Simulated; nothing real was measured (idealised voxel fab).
This section sets out a process module, namely voxel self aligned contacts.
This is section cut - it's 245 nm across, gridded in 5 nm square cells.
In this document a cross-section is written as a grid of square cells. It is given as a series of bands, listed from the top down, and a band is one or more rows of cells. What a band's entry tells you: where the top is and where the bottom is, as heights in nm, and after that what lies inside, material by material from left to right, each with its width in nm. Empty space is written as the word "empty", and a single material marked with the word "all across" occupies the band from edge to edge. Height datum 0, below which the as-received substrate wafer is one material. Lowest band open at the bottom, running downward: "0..down". Top row gets the first number, bottom row gets the second, and each row in between changes by the same step: that is how a band width like "30..40" works. The cross-section has no changed cell in any step marked "stayed the same". In "Closed void listing" the enclosed voids are listed, meaning empty spaces of 8 cells or larger without any opening to the top. The form is width x height at distance, distance from the left edge, units nm. Text after the settings on a step's line: the simulator's own remark on that step. The optional step-line setting "overlay nm" applies to steps with a mask and quantifies how far to the right of its planned location the mask lay, a negative value indicating leftward placement.

Listed below are the process steps as planned
1,RECEIVE | material Si
2,CONFORMAL_DEP | material SiO2 | thk nm 5
3,DIRECTIONAL_DEP | material polySi | thk nm 20
4,DIRECTIONAL_DEP | material SiN | thk nm 25
5,DIRECTIONAL_DEP | material aC | thk nm 10
6,PATTERN | tone cover | mask id GATE | material resist | width nm 25 | pitch nm 70 | thk nm 30 | overlay nm 0
7,DIRECTIONAL_ETCH | etch materials aC | depth nm 10
8,STRIP | etch materials resist
9,DIRECTIONAL_ETCH | etch materials SiN | depth nm 25
10,DIRECTIONAL_ETCH | etch materials polySi | depth nm 20
11,STRIP | etch materials aC
12,CONFORMAL_DEP | material SiN | thk nm 10
13,DIRECTIONAL_ETCH | etch materials SiN | depth nm 10
14,FILL_DEP | material SiO2 | thk nm 10
15,CMP | height nm 55
16,MASKED_ETCH | tone open | mask id CONTACT | width nm 55 | pitch nm 70 | etch materials SiO2 | depth nm 55 | overlay nm 0
17,CONFORMAL_DEP | material TiN | thk nm 5
18,FILL_DEP | material W | thk nm 5
19,CMP | height nm 55
20,CONFORMAL_DEP | material SiCN | thk nm 5

First wafer out of two, processed as planned

as received, after step 1
- 0..down: Si all across
- Closed void listing: none

Step 2 complete: cross-section through the wafer
- 5..0: SiO2 all across
- Anything lower than 0 is untouched.

Step 3 complete: cross-section through the wafer
- 25..5: polySi all across
- Anything lower than 5 is untouched.

Step 4 complete: cross-section through the wafer
- 50..25: SiN all across
- Anything lower than 25 is untouched.

Step 5 complete: cross-section through the wafer
- 60..50: aC all across
- Anything lower than 50 is untouched.

Step 6 complete: cross-section through the wafer
- 90..60: 40 empty / 25 resist / 45 empty / 25 resist / 45 empty / 25 resist / 40 empty
- Anything lower than 60 is untouched.

Step 7 complete: cross-section through the wafer
- 80..60: 40 empty / 25 resist / 45 empty / 25 resist / 45 empty / 25 resist / 40 empty
- 60..50: 40 empty / 25 aC / 45 empty / 25 aC / 45 empty / 25 aC / 40 empty
- Anything lower than 50 is untouched.

Step 8 complete: cross-section through the wafer
- 60..50: 40 empty / 25 aC / 45 empty / 25 aC / 45 empty / 25 aC / 40 empty
- Anything lower than 50 is untouched.

Step 9 complete: cross-section through the wafer
- 60..50: 40 empty / 25 aC / 45 empty / 25 aC / 45 empty / 25 aC / 40 empty
- 50..25: 40 empty / 25 SiN / 45 empty / 25 SiN / 45 empty / 25 SiN / 40 empty
- Anything lower than 25 is untouched.

Step 10 complete: cross-section through the wafer
- 60..50: 40 empty / 25 aC / 45 empty / 25 aC / 45 empty / 25 aC / 40 empty
- 50..25: 40 empty / 25 SiN / 45 empty / 25 SiN / 45 empty / 25 SiN / 40 empty
- 25..5: 40 empty / 25 polySi / 45 empty / 25 polySi / 45 empty / 25 polySi / 40 empty
- Anything lower than 5 is untouched.

Step 11 complete: cross-section through the wafer
- 50..25: 40 empty / 25 SiN / 45 empty / 25 SiN / 45 empty / 25 SiN / 40 empty
- Anything lower than 25 is untouched.

Step 12 complete: cross-section through the wafer
- 60..25: 30 empty / 45 SiN / 25 empty / 45 SiN / 25 empty / 45 SiN / 30 empty
- 25..15: 30 empty / 10 SiN / 25 polySi / 10 SiN / 25 empty / 10 SiN / 25 polySi / 10 SiN / 25 empty / 10 SiN / 25 polySi / 10 SiN / 30 empty
- 15..5: 40 SiN / 25 polySi / 45 SiN / 25 polySi / 45 SiN / 25 polySi / 40 SiN
- Anything lower than 5 is untouched.

Step 13 complete: cross-section through the wafer
- 50..25: 30 empty / 45 SiN / 25 empty / 45 SiN / 25 empty / 45 SiN / 30 empty
- 25..5: 30 empty / 10 SiN / 25 polySi / 10 SiN / 25 empty / 10 SiN / 25 polySi / 10 SiN / 25 empty / 10 SiN / 25 polySi / 10 SiN / 30 empty
- Anything lower than 5 is untouched.

Step 14 complete: cross-section through the wafer
- 60..50: SiO2 all across
- 50..25: 30 SiO2 / 45 SiN / 25 SiO2 / 45 SiN / 25 SiO2 / 45 SiN / 30 SiO2
- 25..5: 30 SiO2 / 10 SiN / 25 polySi / 10 SiN / 25 SiO2 / 10 SiN / 25 polySi / 10 SiN / 25 SiO2 / 10 SiN / 25 polySi / 10 SiN / 30 SiO2
- Anything lower than 5 is untouched.

Step 15 complete: cross-section through the wafer
- 55..50: SiO2 all across
- Anything lower than 50 is untouched.

Step 16 complete: cross-section through the wafer
- 55..50: 60 SiO2 / 55 empty / 15 SiO2 / 55 empty / 60 SiO2
- 50..25: 30 SiO2 / 45 SiN / 25 empty / 45 SiN / 25 empty / 45 SiN / 30 SiO2
- 25..5: 30 SiO2 / 10 SiN / 25 polySi / 10 SiN / 25 empty / 10 SiN / 25 polySi / 10 SiN / 25 empty / 10 SiN / 25 polySi / 10 SiN / 30 SiO2
- 5..0: 75 SiO2 / 25 empty / 45 SiO2 / 25 empty / 75 SiO2
- Anything lower than 0 is untouched.

Step 17 complete: cross-section through the wafer
- 60..55: 65 TiN / 45 empty / 25 TiN / 45 empty / 65 TiN
- 55..50: 60 SiO2 / 20 TiN / 15 empty / 20 TiN / 15 SiO2 / 20 TiN / 15 empty / 20 TiN / 60 SiO2
- 50..25: 30 SiO2 / 45 SiN / 5 TiN / 15 empty / 5 TiN / 45 SiN / 5 TiN / 15 empty / 5 TiN / 45 SiN / 30 SiO2
- 25..5: 30 SiO2 / 10 SiN / 25 polySi / 10 SiN / 5 TiN / 15 empty / 5 TiN / 10 SiN / 25 polySi / 10 SiN / 5 TiN / 15 empty / 5 TiN / 10 SiN / 25 polySi / 10 SiN / 30 SiO2
- 5..0: 75 SiO2 / 25 TiN / 45 SiO2 / 25 TiN / 75 SiO2
- Anything lower than 0 is untouched.

Step 18 complete: cross-section through the wafer
- 65..60: W all across
- 60..55: 65 TiN / 45 W / 25 TiN / 45 W / 65 TiN
- 55..50: 60 SiO2 / 20 TiN / 15 W / 20 TiN / 15 SiO2 / 20 TiN / 15 W / 20 TiN / 60 SiO2
- 50..25: 30 SiO2 / 45 SiN / 5 TiN / 15 W / 5 TiN / 45 SiN / 5 TiN / 15 W / 5 TiN / 45 SiN / 30 SiO2
- 25..5: 30 SiO2 / 10 SiN / 25 polySi / 10 SiN / 5 TiN / 15 W / 5 TiN / 10 SiN / 25 polySi / 10 SiN / 5 TiN / 15 W / 5 TiN / 10 SiN / 25 polySi / 10 SiN / 30 SiO2
- Anything lower than 5 is untouched.

Step 19 complete: cross-section through the wafer
- 55..50: 60 SiO2 / 20 TiN / 15 W / 20 TiN / 15 SiO2 / 20 TiN / 15 W / 20 TiN / 60 SiO2
- Anything lower than 50 is untouched.

Step 20 complete: cross-section through the wafer
- 60..55: SiCN all across
- Anything lower than 55 is untouched.

Notes, second wafer: start = first wafer's, plan = first wafer's, execution had one mistake; history identical to first through step 3

Second wafer, cross-section, planned end of step 4
- 75..25: SiN all across
- Anything lower than 25 is untouched.

Second wafer, cross-section, planned end of step 5
- 85..75: aC all across
- Anything lower than 75 is untouched.

Second wafer, cross-section, planned end of step 6
- 115..85: 40 empty / 25 resist / 45 empty / 25 resist / 45 empty / 25 resist / 40 empty
- Anything lower than 85 is untouched.

Second wafer, cross-section, planned end of step 7
- 105..85: 40 empty / 25 resist / 45 empty / 25 resist / 45 empty / 25 resist / 40 empty
- 85..75: 40 empty / 25 aC / 45 empty / 25 aC / 45 empty / 25 aC / 40 empty
- Anything lower than 75 is untouched.

Second wafer, cross-section, planned end of step 8
- 85..75: 40 empty / 25 aC / 45 empty / 25 aC / 45 empty / 25 aC / 40 empty
- Anything lower than 75 is untouched.

Second wafer, cross-section, planned end of step 9
- 85..75: 40 empty / 25 aC / 45 empty / 25 aC / 45 empty / 25 aC / 40 empty
- 75..50: 40 empty / 25 SiN / 45 empty / 25 SiN / 45 empty / 25 SiN / 40 empty
- Anything lower than 50 is untouched.

Second wafer, cross-section, planned end of step 10: stayed the same

Second wafer, cross-section, planned end of step 11
- 75..50: 40 empty / 25 SiN / 45 empty / 25 SiN / 45 empty / 25 SiN / 40 empty
- Anything lower than 50 is untouched.

Second wafer, cross-section, planned end of step 12
- 85..60: 30 empty / 45 SiN / 25 empty / 45 SiN / 25 empty / 45 SiN / 30 empty
- 60..25: SiN all across
- Anything lower than 25 is untouched.

Second wafer, cross-section, planned end of step 13
- 75..50: 30 empty / 45 SiN / 25 empty / 45 SiN / 25 empty / 45 SiN / 30 empty
- Anything lower than 50 is untouched.

Second wafer, cross-section, planned end of step 14
- 85..75: SiO2 all across
- 75..50: 30 SiO2 / 45 SiN / 25 SiO2 / 45 SiN / 25 SiO2 / 45 SiN / 30 SiO2
- Anything lower than 50 is untouched.

Second wafer, cross-section, planned end of step 15
- 55..50: 30 SiO2 / 45 SiN / 25 SiO2 / 45 SiN / 25 SiO2 / 45 SiN / 30 SiO2
- Anything lower than 50 is untouched.

Second wafer, cross-section, planned end of step 16
- 55..50: 30 SiO2 / 45 SiN / 25 empty / 45 SiN / 25 empty / 45 SiN / 30 SiO2
- Anything lower than 50 is untouched.

Second wafer, cross-section, planned end of step 17
- 60..55: 80 TiN / 15 empty / 55 TiN / 15 empty / 80 TiN
- 55..50: 30 SiO2 / 45 SiN / 25 TiN / 45 SiN / 25 TiN / 45 SiN / 30 SiO2
- Anything lower than 50 is untouched.

Second wafer, cross-section, planned end of step 18
- 65..60: W all across
- 60..55: 80 TiN / 15 W / 55 TiN / 15 W / 80 TiN
- Anything lower than 55 is untouched.

Second wafer, cross-section, planned end of step 19
- 55..50: 30 SiO2 / 45 SiN / 25 TiN / 45 SiN / 25 TiN / 45 SiN / 30 SiO2
- Anything lower than 50 is untouched.

Second wafer, cross-section, planned end of step 20
- 60..55: SiCN all across
- Anything lower than 55 is untouched.
In executing the process, a mistake was made relative to the plan: heads up, step 4 of the plan got done twice
The closing comparison, in cells, has the second wafer with more or fewer of some materials than the first: 89 more of SiN | 113 fewer of SiO2 | 52 fewer of TiN | 60 fewer of W | 136 more of polySi
